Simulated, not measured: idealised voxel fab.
The process module that follows is named voxel capacitor over wiring.
The cross-section on display is named cut; it measures 235 nm wide, and its cells are 5 nm squares.
How to read a cross-section here: the picture is a grid of square cells, written as bands going from the top down, and any band can span one or more rows of cells.
Top height, bottom height, nm. Materials left to right, width each, nm. Single material + "all across" = fills band edge to edge. "empty" = empty.
The level at which height equals 0 is the one under which the wafer, as it arrives, is entirely one material. No lower edge exists for the bottom band, which continues downward and is notated as in "top 0, no bottom".
It should be noted that a width expressed as "30 to 40" varies in equal increments from row to row of cells within the band, taking the value of the first number at the top row and that of the second number at the bottom row.
Step marked "identical to before"? Then no cell in the cross-section changed in it.
"Completely enclosed voids" contains a list of empty spaces, each no smaller than 8 cells and without an open way to the top, written in the form width x height at distance with the distance from the left edge and all three in nm.
Post-settings text on a step line: simulator's own remark regarding the step.
overlay nm: on a step with a mask, how far right of its planned place the mask lay; negative means left.

# Process steps foreseen in the plan
1. RECEIVE,material Si
2. CONFORMAL_DEP,material SiO2,thk nm 10
3. DIRECTIONAL_DEP,material TiN,thk nm 5
4. DIRECTIONAL_DEP,material Ru,thk nm 20
5. MASKED_ETCH,tone cover,mask id METAL_1,width nm 25,pitch nm 75,etch materials Ru,depth nm 20,overlay nm 0
6. MASKED_ETCH,tone cover,mask id METAL_1,width nm 25,pitch nm 75,etch materials TiN,depth nm 5,overlay nm 0
7. FILL_DEP,material lowk,thk nm 5
8. CMP,height nm 35
9. CONFORMAL_DEP,material SiCN,thk nm 5
10. DIRECTIONAL_DEP,material SiO2,thk nm 10
11. PATTERN,tone open,mask id PLUG_1,material resist,width nm 15,thk nm 20,overlay nm 0
12. DIRECTIONAL_ETCH,etch materials SiO2,depth nm 10
13. DIRECTIONAL_ETCH,etch materials SiCN,depth nm 5
14. STRIP,etch materials resist
15. CONFORMAL_DEP,material TiN,thk nm 5
16. FILL_DEP,material Ru,thk nm 5
17. CMP,height nm 50
18. DIRECTIONAL_DEP,material TiN,thk nm 10
19. DIRECTIONAL_DEP,material SiN,thk nm 5
20. DIRECTIONAL_DEP,material TiN,thk nm 10
21. MASKED_ETCH,tone cover,mask id UPPER_PLATE,width nm 55,etch materials TiN,depth nm 10,overlay nm 0
22. MASKED_ETCH,tone cover,mask id UPPER_PLATE,width nm 55,etch materials SiN,depth nm 5,overlay nm 0
23. PATTERN,tone cover,mask id LOWER_PLATE,material resist,width nm 65,thk nm 20,overlay nm 0
24. DIRECTIONAL_ETCH,etch materials TiN,depth nm 10
25. STRIP,etch materials resist
26. FILL_DEP,material SiO2,thk nm 15
27. CMP,height nm 85
28. PATTERN,tone open,mask id PLUG_2,material resist,width nm 15,thk nm 15,overlay nm 0
29. DIRECTIONAL_ETCH,etch materials SiO2,depth nm 10
30. STRIP,etch materials resist
31. CONFORMAL_DEP,material TiN,thk nm 5
32. FILL_DEP,material Ru,thk nm 5
33. CMP,height nm 85
34. CONFORMAL_DEP,material SiN,thk nm 5

# Wafer at receipt (post step 1), cross-section
	top 0, no bottom  Si all across
	Completely enclosed voids: none

# Final wafer profile in cross-section after the module, from the same start and plan as above, with one mistake made during processing
	top 90, bottom 85  SiN all across
	top 85, bottom 80  80 nm Ru, then 5 nm TiN, then 15 nm SiO2, then 5 nm TiN, then 130 nm Ru
	top 80, bottom 75  85 nm TiN, then 15 nm SiO2, then 135 nm TiN
	top 75, bottom 65  75 nm SiO2, then 55 nm TiN, then 105 nm SiO2
	top 65, bottom 60  75 nm SiO2, then 55 nm SiN, then 105 nm SiO2
	top 60, bottom 50  70 nm SiO2, then 65 nm TiN, then 100 nm SiO2
	top 50, bottom 40  75 nm SiO2, then 5 nm TiN, then 5 nm Ru, then 5 nm TiN, then 145 nm SiO2
	top 40, bottom 35  75 nm SiCN, then 15 nm TiN, then 145 nm SiCN
	top 35, bottom 15  65 nm lowk, then 25 nm Ru, then 50 nm lowk, then 25 nm Ru, then 70 nm lowk
	top 15, bottom 10  65 nm lowk, then 25 nm TiN, then 50 nm lowk, then 25 nm TiN, then 70 nm lowk
	top 10, bottom 0  SiO2 all across
	top 0, no bottom  Si all across
	Completely enclosed voids: none
Deviation noted in wafer processing: so step 28 ended up running with a different setting than we planned, it ran as PATTERN,tone cover,mask id PLUG_2,material resist,width nm 15,thk nm 15,overlay nm 0
